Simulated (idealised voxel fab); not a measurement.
Herein follows the process module entitled voxel air gaps.
Each square cell in cross-section cut measures 5 nm, and the section as a whole is 270 nm wide.
Format of a cross-section: grid, square cells. Given as bands. Order: top down. Band: one or more rows of cells.
Band: top height; bottom height; in nm. Then, left to right: material with width in nm, for each material. "all across": a single material spanning edge to edge. "blank": empty space.
Counting heights begins at 0, where everything beneath is, in the wafer as received, one material. The lowest band has no bottom; it goes on downwards, as "z 0 and below" shows.
A width given as "30->40" starts at the first number in the band's top row and ends at the second number in its bottom row, shifting by an equal amount at every step from row to row.
Step marked "no modification"? Then no cell in the cross-section changed in it.
Under "Closed void inventory" you'll find the enclosed gaps, the ones with no way out to the top, that are 8 cells or bigger; each reads width x height at distance, with distance counted from the left edge, everything in nm.
Whatever follows a step's settings on its line is a remark the simulator itself makes about that step.
Steps that use a mask can have "overlay nm" on their line. It says how far the mask sat to the right of where it was meant to be. Negative means to the left.
Planned process steps
1,RECEIVE,material Si
2,CONFORMAL_DEP,material SiO2,thk nm 15
3,CONFORMAL_DEP,material SiCN,thk nm 5
4,DIRECTIONAL_DEP,material SiO2,thk nm 30
5,PATTERN,tone open,mask id LINES,material resist,width nm 25,pitch nm 50,thk nm 20,overlay nm 0
6,DIRECTIONAL_ETCH,etch materials SiO2,depth nm 30
7,STRIP,etch materials resist
8,CONFORMAL_DEP,material TiN,thk nm 5
9,FILL_DEP,material Ru,thk nm 10
10,CMP,height nm 50
11,EPI,material Ru,thk nm 10
12,SELECTIVE_ETCH,etch materials SiO2,depth nm 40
13,CONFORMAL_DEP,material SiCN,thk nm 5
As received (post step 1): cross-section
z 0 and below  Si all across
Closed void inventory: none
The first of the two wafers as seen in cross-section once the module was finished; processing followed the plan
z 65 to 60  30 of blank | 205 of SiCN | 35 of blank
z 60 to 50  30 of blank | 5 of SiCN | 45 of Ru | 5 of SiCN | 45 of Ru | 5 of SiCN | 45 of Ru | 5 of SiCN | 45 of Ru | 5 of SiCN | 35 of blank
z 50 to 45  30 of blank | 15 of SiCN | 5 of TiN | 15 of Ru | 5 of TiN | 25 of SiCN | 5 of TiN | 15 of Ru | 5 of TiN | 25 of SiCN | 5 of TiN | 15 of Ru | 5 of TiN | 25 of SiCN | 5 of TiN | 15 of Ru | 5 of TiN | 15 of SiCN | 35 of blank
z 45 to 25  40 of blank | 5 of SiCN | 5 of TiN | 15 of Ru | 5 of TiN | 5 of SiCN | 15 of blank | 5 of SiCN | 5 of TiN | 15 of Ru | 5 of TiN | 5 of SiCN | 15 of blank | 5 of SiCN | 5 of TiN | 15 of Ru | 5 of TiN | 5 of SiCN | 15 of blank | 5 of SiCN | 5 of TiN | 15 of Ru | 5 of TiN | 5 of SiCN | 45 of blank
z 25 to 20  45 of SiCN | 25 of TiN | 25 of SiCN | 25 of TiN | 25 of SiCN | 25 of TiN | 25 of SiCN | 25 of TiN | 50 of SiCN
z 20 to 15  SiCN all across
z 15 to 0  SiO2 all across
z 0 and below  Si all across
Closed void inventory: 15 x 20 at 75; 15 x 20 at 125; 15 x 20 at 175
End of module, second wafer, cross-section. Started like the first, planned like the first, run with one mistake
z 65 to 60  30 of blank | 205 of SiCN | 35 of blank
z 60 to 50  30 of blank | 5 of SiCN | 45 of Ru | 5 of SiCN | 45 of Ru | 5 of SiCN | 45 of Ru | 5 of SiCN | 45 of Ru | 5 of SiCN | 35 of blank
z 50 to 45  30 of blank | 15 of SiCN | 5 of TiN | 15 of Ru | 5 of TiN | 25 of SiCN | 5 of TiN | 15 of Ru | 5 of TiN | 25 of SiCN | 5 of TiN | 15 of Ru | 5 of TiN | 25 of SiCN | 5 of TiN | 15 of Ru | 5 of TiN | 15 of SiCN | 35 of blank
z 45 to 25  40 of blank | 5 of SiCN | 5 of TiN | 15 of Ru | 5 of TiN | 5 of SiCN | 15 of blank | 5 of SiCN | 5 of TiN | 15 of Ru | 5 of TiN | 5 of SiCN | 15 of blank | 5 of SiCN | 5 of TiN | 15 of Ru | 5 of TiN | 5 of SiCN | 15 of blank | 5 of SiCN | 5 of TiN | 15 of Ru | 5 of TiN | 5 of SiCN | 45 of blank
z 25 to 20  45 of SiCN | 25 of TiN | 25 of SiCN | 25 of TiN | 25 of SiCN | 25 of TiN | 25 of SiCN | 25 of TiN | 50 of SiCN
z 20 to 15  SiCN all across
z 15 to 0  TiN all across
z 0 and below  Si all across
Closed void inventory: 15 x 20 at 75; 15 x 20 at 125; 15 x 20 at 175
Heads up, the wafer didn't run the way we planned it: step 2 ran with different settings than intended, the actual operation and settings being CONFORMAL_DEP,material TiN,thk nm 15
Per the end-of-run cell counts, the second wafer holds more or fewer of some materials than the first: -162 SiO2, +162 TiN
